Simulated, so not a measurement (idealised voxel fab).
Process module heading - voxel spacer lines
Cross-section cut spans 200 nm and uses square cells 5 nm in size.
Cross-section, as written here: a square-cell grid given band by band from the top down, where a band holds one or more rows of cells.
Look at the band entry: it leads with the top's height and the bottom's height in nm. Then it lists the materials left to right, with a width in nm for each. The word "full width" on a single material says that material fills the band edge to edge. The word "blank" is empty space.
Where do heights start? At 0: under that level the wafer as delivered is made of one material only. And the lowest band has no floor; it just carries on downward, as in "0 nm and below".
The two numbers in a width such as "30 to 40" mark its ends across the band: the first belongs to the top row of cells, the second to the bottom row, and from each row to the next the width moves by the same amount.
Where a step carries "stayed the same", the cross-section came out of it unchanged, cell for cell.
Heads up: "Voids, sealed" only lists the empty pockets with no open path to the top that are 8 cells or more, and it writes them as width x height at distance, distance from the left edge, in nm.
Read whatever lies past the settings on a step's line as the simulator's own remark about the step.
"overlay nm" denotes, for a step that has a mask, the displacement of the mask to the right of its planned place, with negative values corresponding to the left.

List of planned process steps:
1 RECEIVE [material Si]
2 CONFORMAL_DEP [material Al2O3] [thk nm 10]
3 DIRECTIONAL_DEP [material W] [thk nm 20]
4 DIRECTIONAL_DEP [material aC] [thk nm 20]
5 PATTERN [tone cover] [mask id MANDREL] [material resist] [width nm 20] [pitch nm 60] [thk nm 25] [overlay nm 0]
6 DIRECTIONAL_ETCH [etch materials aC] [depth nm 20]
7 STRIP [etch materials resist]
8 CONFORMAL_DEP [material SiN] [thk nm 10]
9 DIRECTIONAL_ETCH [etch materials SiN] [depth nm 10]
10 STRIP [etch materials aC]
11 DIRECTIONAL_ETCH [etch materials W] [depth nm 20]
12 STRIP [etch materials SiN]

Delivered wafer in cross-section: state after step 1:
    0 nm and below: Si full width
    Voids, sealed: none

What the wafer looks like in cross-section after this module, when it starts as shown above and follows the plan above but one mistake is made in running it:
    30 nm to 20 nm: Al2O3 full width
    20 nm to 0 nm: W full width
    0 nm and below: Si full width
    Voids, sealed: none
Processing error: steps 2 and 3 got flipped, so each one ran where the other should have
